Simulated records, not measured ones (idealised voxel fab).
process module | voxel tone inversion
cross-section cut | 195 nm wide | cells 5 nm
A cross-section is a grid of square cells, given in bands from the top down. A band is one or more rows of cells.
Each band's line starts with the height of the band's top and of its bottom, in nm. Then come its materials from left to right, each with its width in nm. One material with "throughout" fills the band from edge to edge. "air" is empty space.
Height 0 is the level under which the wafer as received is all one material. The lowest band goes on downwards, as in "0 down".
A width such as "30 to 40" changes by the same amount from each row of cells to the next, from the band's top row to its bottom row.
"no change" after a step means that no cell of the cross-section changed.
closed voids: empty space of 8 cells or more with no open way to the top, each as width x height at its distance from the left edge, in nm
after a step's settings: what the simulator itself notes on the step
overlay nm, on a step with a mask: how far to the right of its planned place the mask lay; to the left if negative
plan
1 op RECEIVE | material Si
2 op CONFORMAL_DEP | material SiCN | thk nm 10
3 op DIRECTIONAL_DEP | material aC | thk nm 20
4 op PATTERN | tone cover | mask id POSTS | material resist | width nm 15 | pitch nm 45 | thk nm 25 | overlay nm 0
5 op DIRECTIONAL_ETCH | etch materials aC | depth nm 20
6 op STRIP | etch materials resist
7 op FILL_DEP | material lowk | thk nm 5
8 op CMP | height nm 30
9 op STRIP | etch materials aC
10 op CONFORMAL_DEP | material TiN | thk nm 5
11 op FILL_DEP | material Cu | thk nm 5
12 op CMP | height nm 30
13 op CONFORMAL_DEP | material SiCN | thk nm 5
first wafer, as planned
as received, after step 1
  0 down: Si throughout
  closed voids: none
after step 2
  10 to 0: SiCN throughout
  below 0: unchanged
after step 3
  30 to 10: aC throughout
  below 10: unchanged
after step 4
  55 to 30: air 45 | resist 15 | air 30 | resist 15 | air 30 | resist 15 | air 45
  below 30: unchanged
after step 5
  35 to 30: air 45 | resist 15 | air 30 | resist 15 | air 30 | resist 15 | air 45
  30 to 10: air 45 | aC 15 | air 30 | aC 15 | air 30 | aC 15 | air 45
  below 10: unchanged
after step 6
  30 to 10: air 45 | aC 15 | air 30 | aC 15 | air 30 | aC 15 | air 45
  below 10: unchanged
after step 7
  35 to 30: lowk throughout
  30 to 10: lowk 45 | aC 15 | lowk 30 | aC 15 | lowk 30 | aC 15 | lowk 45
  below 10: unchanged
after step 8
  30 to 10: lowk 45 | aC 15 | lowk 30 | aC 15 | lowk 30 | aC 15 | lowk 45
  below 10: unchanged
after step 9
  30 to 10: lowk 45 | air 15 | lowk 30 | air 15 | lowk 30 | air 15 | lowk 45
  below 10: unchanged
after step 10
  35 to 30: TiN 50 | air 5 | TiN 40 | air 5 | TiN 40 | air 5 | TiN 50
  30 to 15: lowk 45 | TiN 5 | air 5 | TiN 5 | lowk 30 | TiN 5 | air 5 | TiN 5 | lowk 30 | TiN 5 | air 5 | TiN 5 | lowk 45
  15 to 10: lowk 45 | TiN 15 | lowk 30 | TiN 15 | lowk 30 | TiN 15 | lowk 45
  below 10: unchanged
after step 11
  40 to 35: Cu throughout
  35 to 30: TiN 50 | Cu 5 | TiN 40 | Cu 5 | TiN 40 | Cu 5 | TiN 50
  30 to 15: lowk 45 | TiN 5 | Cu 5 | TiN 5 | lowk 30 | TiN 5 | Cu 5 | TiN 5 | lowk 30 | TiN 5 | Cu 5 | TiN 5 | lowk 45
  below 15: unchanged
after step 12
  30 to 15: lowk 45 | TiN 5 | Cu 5 | TiN 5 | lowk 30 | TiN 5 | Cu 5 | TiN 5 | lowk 30 | TiN 5 | Cu 5 | TiN 5 | lowk 45
  below 15: unchanged
after step 13
  35 to 30: SiCN throughout
  below 30: unchanged
second wafer: like start, like plan, one mistake. Through step 11 it matches the first wafer
when step 12 should have ended
  25 to 15: lowk 45 | TiN 5 | Cu 5 | TiN 5 | lowk 30 | TiN 5 | Cu 5 | TiN 5 | lowk 30 | TiN 5 | Cu 5 | TiN 5 | lowk 45
  below 15: unchanged
when step 13 should have ended
  30 to 25: SiCN throughout
  below 25: unchanged
what went wrong: step 12 ran as: op CMP | height nm 25
at the end the second wafer has, in cells: 3 fewer of Cu | 6 fewer of TiN | 30 fewer of lowk
